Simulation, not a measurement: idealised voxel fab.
Herein follows the process module entitled voxel gate over fins.
The figure presents cross-section cut, which has a width of 210 nm and is divided into square cells with an edge length of 5 nm.
This document writes a cross-section as a grid whose cells are square, and gives it as bands, listed from the top down; one or more rows of cells form a band. The band entry comprises the height of the band's top followed by the height of its bottom, expressed in nm, and subsequently the band's materials from left to right, each stated together with its width in nm. Where a single material is marked with the word "everywhere", that material fills the band from edge to edge. The word "blank" represents empty space. Counting heights begins at 0, where everything beneath is, in the wafer as received, one material. The lowest band has no bottom; it goes on downwards, as "z 0 and below" shows. Graded width ("30..40"): value in top row of band = first number; value in bottom row = second number; row-to-row change constant. When a step is marked "no alteration", none of the cells in the cross-section changed during that step. "Closed void roster" contains a list of empty spaces, each no smaller than 8 cells and without an open way to the top, written in the form width x height at distance with the distance from the left edge and all three in nm. Text after the settings on a step's line: the simulator's own remark on that step. On any step carrying a mask, the "overlay nm" setting, if present on the step's line, tells how far right of its planned place the mask lay; negative values point to the left. Pairs ahead. Before: cross-section ahead of one process step. After: cross-section once the step is done, shown to the lowest changed band only. Under each pair: that step, with settings. Caution: pairs may come from different runs of this module on the same starting wafer; a pair follows the pair above only where its "Status quo ante" entry says so.
Status quo ante
    z 0 and below | Si everywhere
    Closed void roster: none
Structure After Step
    z 5 to 0 | SiN everywhere
    At heights below 0, the structure remains unaltered.
    Closed void roster: none
Between the two cross-sections you see above, the step is CONFORMAL_DEP, material SiN, thk nm 5
Status quo ante: It is represented by the cross-section appearing after the step of the pair directly above.
Structure After Step
    z 15 to 5 | aC everywhere
    At heights below 5, the structure remains unaltered.
    Closed void roster: none
Between the two cross-sections you see above, the step is DIRECTIONAL_DEP, material aC, thk nm 10
Status quo ante: It is represented by the cross-section appearing after the step of the pair directly above.
Structure After Step
    z 45 to 15 | blank=45 | resist=15 | blank=20 | resist=15 | blank=20 | resist=15 | blank=20 | resist=15 | blank=45
    At heights below 15, the structure remains unaltered.
    Closed void roster: none
Between the two cross-sections you see above, the step is PATTERN, tone cover, mask id FINS, material resist, width nm 15, pitch nm 35, thk nm 30, overlay nm 0
Status quo ante: It is represented by the cross-section appearing after the step of the pair directly above.
Structure After Step
    z 35 to 15 | blank=45 | resist=15 | blank=20 | resist=15 | blank=20 | resist=15 | blank=20 | resist=15 | blank=45
    z 15 to 5 | blank=45 | aC=15 | blank=20 | aC=15 | blank=20 | aC=15 | blank=20 | aC=15 | blank=45
    At heights below 5, the structure remains unaltered.
    Closed void roster: none
Between the two cross-sections you see above, the step is DIRECTIONAL_ETCH, etch materials aC, depth nm 10
Status quo ante: It is represented by the cross-section appearing after the step of the pair directly above.
Structure After Step
    z 15 to 5 | blank=45 | aC=15 | blank=20 | aC=15 | blank=20 | aC=15 | blank=20 | aC=15 | blank=45
    At heights below 5, the structure remains unaltered.
    Closed void roster: none
Between the two cross-sections you see above, the step is STRIP, etch materials resist
Status quo ante: It is represented by the cross-section appearing after the step of the pair directly above.
Structure After Step
    z 15 to 5 | blank=45 | aC=15 | blank=20 | aC=15 | blank=20 | aC=15 | blank=20 | aC=15 | blank=45
    z 5 to 0 | blank=45 | SiN=15 | blank=20 | SiN=15 | blank=20 | SiN=15 | blank=20 | SiN=15 | blank=45
    At heights below 0, the structure remains unaltered.
    Closed void roster: none
Between the two cross-sections you see above, the step is DIRECTIONAL_ETCH, etch materials SiN, depth nm 5
Status quo ante: It is represented by the cross-section appearing after the step of the pair directly above.
Structure After Step
    z 15 to 5 | blank=45 | aC=15 | blank=20 | aC=15 | blank=20 | aC=15 | blank=20 | aC=15 | blank=45
    z 5 to 0 | blank=45 | SiN=15 | blank=20 | SiN=15 | blank=20 | SiN=15 | blank=20 | SiN=15 | blank=45
    z 0 to -35 | blank=45 | Si=15 | blank=20 | Si=15 | blank=20 | Si=15 | blank=20 | Si=15 | blank=45
    At heights below -35, the structure remains unaltered.
    Closed void roster: none
Between the two cross-sections you see above, the step is DIRECTIONAL_ETCH, etch materials Si, depth nm 35
Status quo ante: It is represented by the cross-section appearing after the step of the pair directly above.
Structure After Step
    z 5 to 0 | blank=45 | SiN=15 | blank=20 | SiN=15 | blank=20 | SiN=15 | blank=20 | SiN=15 | blank=45
    At heights below 0, the structure remains unaltered.
    Closed void roster: none
Between the two cross-sections you see above, the step is STRIP, etch materials aC
Status quo ante: It is represented by the cross-section appearing after the step of the pair directly above.
Structure After Step
    z 5 to 0 | blank=45 | SiN=15 | blank=20 | SiN=15 | blank=20 | SiN=15 | blank=20 | SiN=15 | blank=45
    z 0 to -35 | blank=45 | SiO2=5 | Si=5 | SiO2=5 | blank=20 | SiO2=5 | Si=5 | SiO2=5 | blank=20 | SiO2=5 | Si=5 | SiO2=5 | blank=20 | SiO2=5 | Si=5 | SiO2=5 | blank=45
    z -35 to -40 | SiO2=50 | Si=5 | SiO2=30 | Si=5 | SiO2=30 | Si=5 | SiO2=30 | Si=5 | SiO2=50
    At heights below -40, the structure remains unaltered.
    Closed void roster: none
Between the two cross-sections you see above, the step is OXIDIZE, depth nm 5
Status quo ante: It is represented by the cross-section appearing after the step of the pair directly above.
Structure After Step
    z 20 to 5 | SiO2 everywhere
    z 5 to 0 | SiO2=45 | SiN=15 | SiO2=20 | SiN=15 | SiO2=20 | SiN=15 | SiO2=20 | SiN=15 | SiO2=45
    z 0 to -40 | SiO2=50 | Si=5 | SiO2=30 | Si=5 | SiO2=30 | Si=5 | SiO2=30 | Si=5 | SiO2=50
    At heights below -40, the structure remains unaltered.
    Closed void roster: none
Between the two cross-sections you see above, the step is FILL_DEP, material SiO2, thk nm 15
Status quo ante: It is represented by the cross-section appearing after the step of the pair directly above.
Structure After Step
    z 5 to 0 | SiO2=45 | SiN=15 | SiO2=20 | SiN=15 | SiO2=20 | SiN=15 | SiO2=20 | SiN=15 | SiO2=45
    At heights below 0, the structure remains unaltered.
    Closed void roster: none
Between the two cross-sections you see above, the step is CMP, height nm 5
Status quo ante: It is represented by the cross-section appearing after the step of the pair directly above.
Structure After Step
    z 5 to 0 | blank=45 | SiN=15 | blank=20 | SiN=15 | blank=20 | SiN=15 | blank=20 | SiN=15 | blank=45
    z 0 to -15 | blank=50 | Si=5 | blank=30 | Si=5 | blank=30 | Si=5 | blank=30 | Si=5 | blank=50
    At heights below -15, the structure remains unaltered.
    Closed void roster: none
Between the two cross-sections you see above, the step is SELECTIVE_ETCH, etch materials SiO2, depth nm 20
Status quo ante: It is represented by the cross-section appearing after the step of the pair directly above.
Structure After Step
    z 0 to -15 | blank=50 | Si=5 | blank=30 | Si=5 | blank=30 | Si=5 | blank=30 | Si=5 | blank=50
    At heights below -15, the structure remains unaltered.
    Closed void roster: none
Between the two cross-sections you see above, the step is STRIP, etch materials SiN
Status quo ante: It is represented by the cross-section appearing after the step of the pair directly above.
Structure After Step
    z 5 to 0 | blank=45 | HfO2=15 | blank=20 | HfO2=15 | blank=20 | HfO2=15 | blank=20 | HfO2=15 | blank=45
    z 0 to -10 | blank=45 | HfO2=5 | Si=5 | HfO2=5 | blank=20 | HfO2=5 | Si=5 | HfO2=5 | blank=20 | HfO2=5 | Si=5 | HfO2=5 | blank=20 | HfO2=5 | Si=5 | HfO2=5 | blank=45
    z -10 to -15 | HfO2=50 | Si=5 | HfO2=30 | Si=5 | HfO2=30 | Si=5 | HfO2=30 | Si=5 | HfO2=50
    At heights below -15, the structure remains unaltered.
    Closed void roster: none
Between the two cross-sections you see above, the step is CONFORMAL_DEP, material HfO2, thk nm 5
Status quo ante: It is represented by the cross-section appearing after the step of the pair directly above.
Structure After Step
    z 10 to 5 | blank=40 | TiN=25 | blank=10 | TiN=25 | blank=10 | TiN=25 | blank=10 | TiN=25 | blank=40
    z 5 to 0 | blank=40 | TiN=5 | HfO2=15 | TiN=5 | blank=10 | TiN=5 | HfO2=15 | TiN=5 | blank=10 | TiN=5 | HfO2=15 | TiN=5 | blank=10 | TiN=5 | HfO2=15 | TiN=5 | blank=40
    z 0 to -5 | blank=40 | TiN=5 | HfO2=5 | Si=5 | HfO2=5 | TiN=5 | blank=10 | TiN=5 | HfO2=5 | Si=5 | HfO2=5 | TiN=5 | blank=10 | TiN=5 | HfO2=5 | Si=5 | HfO2=5 | TiN=5 | blank=10 | TiN=5 | HfO2=5 | Si=5 | HfO2=5 | TiN=5 | blank=40
    z -5 to -10 | TiN=45 | HfO2=5 | Si=5 | HfO2=5 | TiN=20 | HfO2=5 | Si=5 | HfO2=5 | TiN=20 | HfO2=5 | Si=5 | HfO2=5 | TiN=20 | HfO2=5 | Si=5 | HfO2=5 | TiN=45
    At heights below -10, the structure remains unaltered.
    Closed void roster: none
Between the two cross-sections you see above, the step is CONFORMAL_DEP, material TiN, thk nm 5
Status quo ante: It is represented by the cross-section appearing after the step of the pair directly above.
Structure After Step
    z 15 to 10 | blank=35 | TiAl=140 | blank=35
    z 10 to 5 | blank=35 | TiAl=5 | TiN=25 | TiAl=10 | TiN=25 | TiAl=10 | TiN=25 | TiAl=10 | TiN=25 | TiAl=5 | blank=35
    z 5 to 0 | blank=35 | TiAl=5 | TiN=5 | HfO2=15 | TiN=5 | TiAl=10 | TiN=5 | HfO2=15 | TiN=5 | TiAl=10 | TiN=5 | HfO2=15 | TiN=5 | TiAl=10 | TiN=5 | HfO2=15 | TiN=5 | TiAl=5 | blank=35
    z 0 to -5 | TiAl=40 | TiN=5 | HfO2=5 | Si=5 | HfO2=5 | TiN=5 | TiAl=10 | TiN=5 | HfO2=5 | Si=5 | HfO2=5 | TiN=5 | TiAl=10 | TiN=5 | HfO2=5 | Si=5 | HfO2=5 | TiN=5 | TiAl=10 | TiN=5 | HfO2=5 | Si=5 | HfO2=5 | TiN=5 | TiAl=40
    At heights below -5, the structure remains unaltered.
    Closed void roster: none
Between the two cross-sections you see above, the step is CONFORMAL_DEP, material TiAl, thk nm 5
Status quo ante: It is represented by the cross-section appearing after the step of the pair directly above.
Structure After Step
    z 20 to 15 | blank=30 | TiN=150 | blank=30
    z 15 to 10 | blank=30 | TiN=5 | TiAl=140 | TiN=5 | blank=30
    z 10 to 5 | blank=30 | TiN=5 | TiAl=5 | TiN=25 | TiAl=10 | TiN=25 | TiAl=10 | TiN=25 | TiAl=10 | TiN=25 | TiAl=5 | TiN=5 | blank=30
    z 5 to 0 | TiN=35 | TiAl=5 | TiN=5 | HfO2=15 | TiN=5 | TiAl=10 | TiN=5 | HfO2=15 | TiN=5 | TiAl=10 | TiN=5 | HfO2=15 | TiN=5 | TiAl=10 | TiN=5 | HfO2=15 | TiN=5 | TiAl=5 | TiN=35
    At heights below 0, the structure remains unaltered.
    Closed void roster: none
Between the two cross-sections you see above, the step is CONFORMAL_DEP, material TiN, thk nm 5
Status quo ante: It is represented by the cross-section appearing after the step of the pair directly above.
Structure After Step
    z 35 to 20 | W everywhere
    z 20 to 15 | W=30 | TiN=150 | W=30
    z 15 to 10 | W=30 | TiN=5 | TiAl=140 | TiN=5 | W=30
    z 10 to 5 | W=30 | TiN=5 | TiAl=5 | TiN=25 | TiAl=10 | TiN=25 | TiAl=10 | TiN=25 | TiAl=10 | TiN=25 | TiAl=5 | TiN=5 | W=30
    At heights below 5, the structure remains unaltered.
    Closed void roster: none
Between the two cross-sections you see above, the step is FILL_DEP, material W, thk nm 15
Status quo ante: It is represented by the cross-section appearing after the step of the pair directly above.
Structure After Step
    z 30 to 20 | W everywhere
    At heights below 20, the structure remains unaltered.
    Closed void roster: none
Between the two cross-sections you see above, the step is CMP, height nm 30
Status quo ante: It is represented by the cross-section appearing after the step of the pair directly above.
Structure After Step
    z 35 to 30 | SiN everywhere
    At heights below 30, the structure remains unaltered.
    Closed void roster: none
Between the two cross-sections you see above, the step is CONFORMAL_DEP, material SiN, thk nm 5
Status quo ante
    z 0 to -15 | blank=50 | Si=5 | blank=30 | Si=5 | blank=30 | Si=5 | blank=30 | Si=5 | blank=50
    z -15 to -40 | SiO2=50 | Si=5 | SiO2=30 | Si=5 | SiO2=30 | Si=5 | SiO2=30 | Si=5 | SiO2=50
    z -40 and below | Si everywhere
    Closed void roster: none
Structure After Step
    z 5 to 0 | blank=45 | TiN=15 | blank=20 | TiN=15 | blank=20 | TiN=15 | blank=20 | TiN=15 | blank=45
    z 0 to -10 | blank=45 | TiN=5 | Si=5 | TiN=5 | blank=20 | TiN=5 | Si=5 | TiN=5 | blank=20 | TiN=5 | Si=5 | TiN=5 | blank=20 | TiN=5 | Si=5 | TiN=5 | blank=45
    z -10 to -15 | TiN=50 | Si=5 | TiN=30 | Si=5 | TiN=30 | Si=5 | TiN=30 | Si=5 | TiN=50
    At heights below -15, the structure remains unaltered.
    Closed void roster: none
Between the two cross-sections you see above, the step is CONFORMAL_DEP, material TiN, thk nm 5
Status quo ante: It is represented by the cross-section appearing after the step of the pair directly above.
Structure After Step
    z 10 to 5 | blank=40 | TiAl=25 | blank=10 | TiAl=25 | blank=10 | TiAl=25 | blank=10 | TiAl=25 | blank=40
    z 5 to 0 | blank=40 | TiAl=5 | TiN=15 | TiAl=5 | blank=10 | TiAl=5 | TiN=15 | TiAl=5 | blank=10 | TiAl=5 | TiN=15 | TiAl=5 | blank=10 | TiAl=5 | TiN=15 | TiAl=5 | blank=40
    z 0 to -5 | blank=40 | TiAl=5 | TiN=5 | Si=5 | TiN=5 | TiAl=5 | blank=10 | TiAl=5 | TiN=5 | Si=5 | TiN=5 | TiAl=5 | blank=10 | TiAl=5 | TiN=5 | Si=5 | TiN=5 | TiAl=5 | blank=10 | TiAl=5 | TiN=5 | Si=5 | TiN=5 | TiAl=5 | blank=40
    z -5 to -10 | TiAl=45 | TiN=5 | Si=5 | TiN=5 | TiAl=20 | TiN=5 | Si=5 | TiN=5 | TiAl=20 | TiN=5 | Si=5 | TiN=5 | TiAl=20 | TiN=5 | Si=5 | TiN=5 | TiAl=45
    At heights below -10, the structure remains unaltered.
    Closed void roster: none
Between the two cross-sections you see above, the step is CONFORMAL_DEP, material TiAl, thk nm 5
Status quo ante: It is represented by the cross-section appearing after the step of the pair directly above.
Structure After Step
    z 15 to 10 | blank=35 | TiN=140 | blank=35
    z 10 to 5 | blank=35 | TiN=5 | TiAl=25 | TiN=10 | TiAl=25 | TiN=10 | TiAl=25 | TiN=10 | TiAl=25 | TiN=5 | blank=35
    z 5 to 0 | blank=35 | TiN=5 | TiAl=5 | TiN=15 | TiAl=5 | TiN=10 | TiAl=5 | TiN=15 | TiAl=5 | TiN=10 | TiAl=5 | TiN=15 | TiAl=5 | TiN=10 | TiAl=5 | TiN=15 | TiAl=5 | TiN=5 | blank=35
    z 0 to -5 | TiN=40 | TiAl=5 | TiN=5 | Si=5 | TiN=5 | TiAl=5 | TiN=10 | TiAl=5 | TiN=5 | Si=5 | TiN=5 | TiAl=5 | TiN=10 | TiAl=5 | TiN=5 | Si=5 | TiN=5 | TiAl=5 | TiN=10 | TiAl=5 | TiN=5 | Si=5 | TiN=5 | TiAl=5 | TiN=40
    At heights below -5, the structure remains unaltered.
    Closed void roster: none
Between the two cross-sections you see above, the step is CONFORMAL_DEP, material TiN, thk nm 5
Status quo ante: It is represented by the cross-section appearing after the step of the pair directly above.
Structure After Step
    z 30 to 15 | W everywhere
    z 15 to 10 | W=35 | TiN=140 | W=35
    z 10 to 5 | W=35 | TiN=5 | TiAl=25 | TiN=10 | TiAl=25 | TiN=10 | TiAl=25 | TiN=10 | TiAl=25 | TiN=5 | W=35
    z 5 to 0 | W=35 | TiN=5 | TiAl=5 | TiN=15 | TiAl=5 | TiN=10 | TiAl=5 | TiN=15 | TiAl=5 | TiN=10 | TiAl=5 | TiN=15 | TiAl=5 | TiN=10 | TiAl=5 | TiN=15 | TiAl=5 | TiN=5 | W=35
    At heights below 0, the structure remains unaltered.
    Closed void roster: none
Between the two cross-sections you see above, the step is FILL_DEP, material W, thk nm 15
Status quo ante: It is represented by the cross-section appearing after the step of the pair directly above.
Structure After Step
    z 35 to 30 | SiN everywhere
    At heights below 30, the structure remains unaltered.
    Closed void roster: none
Between the two cross-sections you see above, the step is CONFORMAL_DEP, material SiN, thk nm 5
Status quo ante
    z 5 to 0 | blank=45 | SiN=15 | blank=20 | SiN=15 | blank=20 | SiN=15 | blank=20 | SiN=15 | blank=45
    z 0 to -15 | blank=50 | Si=5 | blank=30 | Si=5 | blank=30 | Si=5 | blank=30 | Si=5 | blank=50
    z -15 to -40 | SiO2=50 | Si=5 | SiO2=30 | Si=5 | SiO2=30 | Si=5 | SiO2=30 | Si=5 | SiO2=50
    z -40 and below | Si everywhere
    Closed void roster: none
Structure After Step
    z 5 to 0 | blank=45 | SiN=15 | blank=20 | SiN=15 | blank=20 | SiN=15 | blank=20 | SiN=15 | blank=45
    z 0 to -35 | blank=50 | Si=5 | blank=30 | Si=5 | blank=30 | Si=5 | blank=30 | Si=5 | blank=50
    At heights below -35, the structure remains unaltered.
    Closed void roster: none
Between the two cross-sections you see above, the step is SELECTIVE_ETCH, etch materials SiO2, depth nm 20
Status quo ante: It is represented by the cross-section appearing after the step of the pair directly above.
Structure After Step
    z 0 to -35 | blank=50 | Si=5 | blank=30 | Si=5 | blank=30 | Si=5 | blank=30 | Si=5 | blank=50
    At heights below -35, the structure remains unaltered.
    Closed void roster: none
Between the two cross-sections you see above, the step is STRIP, etch materials SiN
Status quo ante: It is represented by the cross-section appearing after the step of the pair directly above.
Structure After Step
    z 5 to 0 | blank=45 | HfO2=15 | blank=20 | HfO2=15 | blank=20 | HfO2=15 | blank=20 | HfO2=15 | blank=45
    z 0 to -30 | blank=45 | HfO2=5 | Si=5 | HfO2=5 | blank=20 | HfO2=5 | Si=5 | HfO2=5 | blank=20 | HfO2=5 | Si=5 | HfO2=5 | blank=20 | HfO2=5 | Si=5 | HfO2=5 | blank=45
    z -30 to -35 | HfO2=50 | Si=5 | HfO2=30 | Si=5 | HfO2=30 | Si=5 | HfO2=30 | Si=5 | HfO2=50
    At heights below -35, the structure remains unaltered.
    Closed void roster: none
Between the two cross-sections you see above, the step is CONFORMAL_DEP, material HfO2, thk nm 5
Status quo ante: It is represented by the cross-section appearing after the step of the pair directly above.
Structure After Step
    z 10 to 5 | blank=40 | TiN=25 | blank=10 | TiN=25 | blank=10 | TiN=25 | blank=10 | TiN=25 | blank=40
    z 5 to 0 | blank=40 | TiN=5 | HfO2=15 | TiN=5 | blank=10 | TiN=5 | HfO2=15 | TiN=5 | blank=10 | TiN=5 | HfO2=15 | TiN=5 | blank=10 | TiN=5 | HfO2=15 | TiN=5 | blank=40
    z 0 to -25 | blank=40 | TiN=5 | HfO2=5 | Si=5 | HfO2=5 | TiN=5 | blank=10 | TiN=5 | HfO2=5 | Si=5 | HfO2=5 | TiN=5 | blank=10 | TiN=5 | HfO2=5 | Si=5 | HfO2=5 | TiN=5 | blank=10 | TiN=5 | HfO2=5 | Si=5 | HfO2=5 | TiN=5 | blank=40
    z -25 to -30 | TiN=45 | HfO2=5 | Si=5 | HfO2=5 | TiN=20 | HfO2=5 | Si=5 | HfO2=5 | TiN=20 | HfO2=5 | Si=5 | HfO2=5 | TiN=20 | HfO2=5 | Si=5 | HfO2=5 | TiN=45
    At heights below -30, the structure remains unaltered.
    Closed void roster: none
Between the two cross-sections you see above, the step is CONFORMAL_DEP, material TiN, thk nm 5
Status quo ante: It is represented by the cross-section appearing after the step of the pair directly above.
Structure After Step
    z 15 to 10 | blank=35 | TiAl=140 | blank=35
    z 10 to 5 | blank=35 | TiAl=5 | TiN=25 | TiAl=10 | TiN=25 | TiAl=10 | TiN=25 | TiAl=10 | TiN=25 | TiAl=5 | blank=35
    z 5 to 0 | blank=35 | TiAl=5 | TiN=5 | HfO2=15 | TiN=5 | TiAl=10 | TiN=5 | HfO2=15 | TiN=5 | TiAl=10 | TiN=5 | HfO2=15 | TiN=5 | TiAl=10 | TiN=5 | HfO2=15 | TiN=5 | TiAl=5 | blank=35
    z 0 to -20 | blank=35 | TiAl=5 | TiN=5 | HfO2=5 | Si=5 | HfO2=5 | TiN=5 | TiAl=10 | TiN=5 | HfO2=5 | Si=5 | HfO2=5 | TiN=5 | TiAl=10 | TiN=5 | HfO2=5 | Si=5 | HfO2=5 | TiN=5 | TiAl=10 | TiN=5 | HfO2=5 | Si=5 | HfO2=5 | TiN=5 | TiAl=5 | blank=35
    z -20 to -25 | TiAl=40 | TiN=5 | HfO2=5 | Si=5 | HfO2=5 | TiN=5 | TiAl=10 | TiN=5 | HfO2=5 | Si=5 | HfO2=5 | TiN=5 | TiAl=10 | TiN=5 | HfO2=5 | Si=5 | HfO2=5 | TiN=5 | TiAl=10 | TiN=5 | HfO2=5 | Si=5 | HfO2=5 | TiN=5 | TiAl=40
    At heights below -25, the structure remains unaltered.
    Closed void roster: none
Between the two cross-sections you see above, the step is CONFORMAL_DEP, material TiAl, thk nm 5
Status quo ante: It is represented by the cross-section appearing after the step of the pair directly above.
Structure After Step
    z 20 to 15 | blank=30 | TiN=150 | blank=30
    z 15 to 10 | blank=30 | TiN=5 | TiAl=140 | TiN=5 | blank=30
    z 10 to 5 | blank=30 | TiN=5 | TiAl=5 | TiN=25 | TiAl=10 | TiN=25 | TiAl=10 | TiN=25 | TiAl=10 | TiN=25 | TiAl=5 | TiN=5 | blank=30
    z 5 to 0 | blank=30 | TiN=5 | TiAl=5 | TiN=5 | HfO2=15 | TiN=5 | TiAl=10 | TiN=5 | HfO2=15 | TiN=5 | TiAl=10 | TiN=5 | HfO2=15 | TiN=5 | TiAl=10 | TiN=5 | HfO2=15 | TiN=5 | TiAl=5 | TiN=5 | blank=30
    z 0 to -15 | blank=30 | TiN=5 | TiAl=5 | TiN=5 | HfO2=5 | Si=5 | HfO2=5 | TiN=5 | TiAl=10 | TiN=5 | HfO2=5 | Si=5 | HfO2=5 | TiN=5 | TiAl=10 | TiN=5 | HfO2=5 | Si=5 | HfO2=5 | TiN=5 | TiAl=10 | TiN=5 | HfO2=5 | Si=5 | HfO2=5 | TiN=5 | TiAl=5 | TiN=5 | blank=30
    z -15 to -20 | TiN=35 | TiAl=5 | TiN=5 | HfO2=5 | Si=5 | HfO2=5 | TiN=5 | TiAl=10 | TiN=5 | HfO2=5 | Si=5 | HfO2=5 | TiN=5 | TiAl=10 | TiN=5 | HfO2=5 | Si=5 | HfO2=5 | TiN=5 | TiAl=10 | TiN=5 | HfO2=5 | Si=5 | HfO2=5 | TiN=5 | TiAl=5 | TiN=35
    At heights below -20, the structure remains unaltered.
    Closed void roster: none
Between the two cross-sections you see above, the step is CONFORMAL_DEP, material TiN, thk nm 5
Status quo ante: It is represented by the cross-section appearing after the step of the pair directly above.
Structure After Step
    z 35 to 20 | W everywhere
    z 20 to 15 | W=30 | TiN=150 | W=30
    z 15 to 10 | W=30 | TiN=5 | TiAl=140 | TiN=5 | W=30
    z 10 to 5 | W=30 | TiN=5 | TiAl=5 | TiN=25 | TiAl=10 | TiN=25 | TiAl=10 | TiN=25 | TiAl=10 | TiN=25 | TiAl=5 | TiN=5 | W=30
    z 5 to 0 | W=30 | TiN=5 | TiAl=5 | TiN=5 | HfO2=15 | TiN=5 | TiAl=10 | TiN=5 | HfO2=15 | TiN=5 | TiAl=10 | TiN=5 | HfO2=15 | TiN=5 | TiAl=10 | TiN=5 | HfO2=15 | TiN=5 | TiAl=5 | TiN=5 | W=30
    z 0 to -15 | W=30 | TiN=5 | TiAl=5 | TiN=5 | HfO2=5 | Si=5 | HfO2=5 | TiN=5 | TiAl=10 | TiN=5 | HfO2=5 | Si=5 | HfO2=5 | TiN=5 | TiAl=10 | TiN=5 | HfO2=5 | Si=5 | HfO2=5 | TiN=5 | TiAl=10 | TiN=5 | HfO2=5 | Si=5 | HfO2=5 | TiN=5 | TiAl=5 | TiN=5 | W=30
    At heights below -15, the structure remains unaltered.
    Closed void roster: none
Between the two cross-sections you see above, the step is FILL_DEP, material W, thk nm 15
Status quo ante: It is represented by the cross-section appearing after the step of the pair directly above.
Structure After Step
    z 30 to 20 | W everywhere
    At heights below 20, the structure remains unaltered.
    Closed void roster: none
Between the two cross-sections you see above, the step is CMP, height nm 30
Status quo ante: It is represented by the cross-section appearing after the step of the pair directly above.
Structure After Step
    z 35 to 30 | SiN everywhere
    At heights below 30, the structure remains unaltered.
    Closed void roster: none
Between the two cross-sections you see above, the step is CONFORMAL_DEP, material SiN, thk nm 5
Status quo ante
    z 5 to 0 | SiO2=45 | SiN=15 | SiO2=20 | SiN=15 | SiO2=20 | SiN=15 | SiO2=20 | SiN=15 | SiO2=45
    z 0 to -40 | SiO2=50 | Si=5 | SiO2=30 | Si=5 | SiO2=30 | Si=5 | SiO2=30 | Si=5 | SiO2=50
    z -40 and below | Si everywhere
    Closed void roster: none
Structure After Step
    z 5 to 0 | SiO2=45 | blank=15 | SiO2=20 | blank=15 | SiO2=20 | blank=15 | SiO2=20 | blank=15 | SiO2=45
    At heights below 0, the structure remains unaltered.
    Closed void roster: none
Between the two cross-sections you see above, the step is STRIP, etch materials SiN
Status quo ante: It is represented by the cross-section appearing after the step of the pair directly above.
Structure After Step
    z 0 to -15 | blank=50 | Si=5 | blank=30 | Si=5 | blank=30 | Si=5 | blank=30 | Si=5 | blank=50
    z -15 to -20 | SiO2=25 | blank=25 | Si=5 | blank=30 | Si=5 | blank=30 | Si=5 | blank=30 | Si=5 | blank=25 | SiO2=25
    At heights below -20, the structure remains unaltered.
    Closed void roster: none
Between the two cross-sections you see above, the step is SELECTIVE_ETCH, etch materials SiO2, depth nm 20
Status quo ante: It is represented by the cross-section appearing after the step of the pair directly above.
Structure After Step
    z 5 to 0 | blank=45 | HfO2=15 | blank=20 | HfO2=15 | blank=20 | HfO2=15 | blank=20 | HfO2=15 | blank=45
    z 0 to -10 | blank=45 | HfO2=5 | Si=5 | HfO2=5 | blank=20 | HfO2=5 | Si=5 | HfO2=5 | blank=20 | HfO2=5 | Si=5 | HfO2=5 | blank=20 | HfO2=5 | Si=5 | HfO2=5 | blank=45
    z -10 to -15 | HfO2=30 | blank=15 | HfO2=5 | Si=5 | HfO2=5 | blank=20 | HfO2=5 | Si=5 | HfO2=5 | blank=20 | HfO2=5 | Si=5 | HfO2=5 | blank=20 | HfO2=5 | Si=5 | HfO2=5 | blank=15 | HfO2=30
    z -15 to -20 | SiO2=25 | HfO2=25 | Si=5 | HfO2=30 | Si=5 | HfO2=30 | Si=5 | HfO2=30 | Si=5 | HfO2=25 | SiO2=25
    At heights below -20, the structure remains unaltered.
    Closed void roster: none
Between the two cross-sections you see above, the step is CONFORMAL_DEP, material HfO2, thk nm 5
Status quo ante: It is represented by the cross-section appearing after the step of the pair directly above.
Structure After Step
    z 10 to 5 | blank=40 | TiN=25 | blank=10 | TiN=25 | blank=10 | TiN=25 | blank=10 | TiN=25 | blank=40
    z 5 to 0 | blank=40 | TiN=5 | HfO2=15 | TiN=5 | blank=10 | TiN=5 | HfO2=15 | TiN=5 | blank=10 | TiN=5 | HfO2=15 | TiN=5 | blank=10 | TiN=5 | HfO2=15 | TiN=5 | blank=40
    z 0 to -5 | blank=40 | TiN=5 | HfO2=5 | Si=5 | HfO2=5 | TiN=5 | blank=10 | TiN=5 | HfO2=5 | Si=5 | HfO2=5 | TiN=5 | blank=10 | TiN=5 | HfO2=5 | Si=5 | HfO2=5 | TiN=5 | blank=10 | TiN=5 | HfO2=5 | Si=5 | HfO2=5 | TiN=5 | blank=40
    z -5 to -10 | TiN=35 | blank=5 | TiN=5 | HfO2=5 | Si=5 | HfO2=5 | TiN=5 | blank=10 | TiN=5 | HfO2=5 | Si=5 | HfO2=5 | TiN=5 | blank=10 | TiN=5 | HfO2=5 | Si=5 | HfO2=5 | TiN=5 | blank=10 | TiN=5 | HfO2=5 | Si=5 | HfO2=5 | TiN=5 | blank=5 | TiN=35
    z -10 to -15 | HfO2=30 | TiN=15 | HfO2=5 | Si=5 | HfO2=5 | TiN=20 | HfO2=5 | Si=5 | HfO2=5 | TiN=20 | HfO2=5 | Si=5 | HfO2=5 | TiN=20 | HfO2=5 | Si=5 | HfO2=5 | TiN=15 | HfO2=30
    At heights below -15, the structure remains unaltered.
    Closed void roster: none
Between the two cross-sections you see above, the step is CONFORMAL_DEP, material TiN, thk nm 5
Status quo ante: It is represented by the cross-section appearing after the step of the pair directly above.
Structure After Step
    z 15 to 10 | blank=35 | TiAl=140 | blank=35
    z 10 to 5 | blank=35 | TiAl=5 | TiN=25 | TiAl=10 | TiN=25 | TiAl=10 | TiN=25 | TiAl=10 | TiN=25 | TiAl=5 | blank=35
    z 5 to 0 | blank=35 | TiAl=5 | TiN=5 | HfO2=15 | TiN=5 | TiAl=10 | TiN=5 | HfO2=15 | TiN=5 | TiAl=10 | TiN=5 | HfO2=15 | TiN=5 | TiAl=10 | TiN=5 | HfO2=15 | TiN=5 | TiAl=5 | blank=35
    z 0 to -5 | TiAl=40 | TiN=5 | HfO2=5 | Si=5 | HfO2=5 | TiN=5 | TiAl=10 | TiN=5 | HfO2=5 | Si=5 | HfO2=5 | TiN=5 | TiAl=10 | TiN=5 | HfO2=5 | Si=5 | HfO2=5 | TiN=5 | TiAl=10 | TiN=5 | HfO2=5 | Si=5 | HfO2=5 | TiN=5 | TiAl=40
    z -5 to -10 | TiN=35 | TiAl=5 | TiN=5 | HfO2=5 | Si=5 | HfO2=5 | TiN=5 | TiAl=10 | TiN=5 | HfO2=5 | Si=5 | HfO2=5 | TiN=5 | TiAl=10 | TiN=5 | HfO2=5 | Si=5 | HfO2=5 | TiN=5 | TiAl=10 | TiN=5 | HfO2=5 | Si=5 | HfO2=5 | TiN=5 | TiAl=5 | TiN=35
    At heights below -10, the structure remains unaltered.
    Closed void roster: none
Between the two cross-sections you see above, the step is CONFORMAL_DEP, material TiAl, thk nm 5
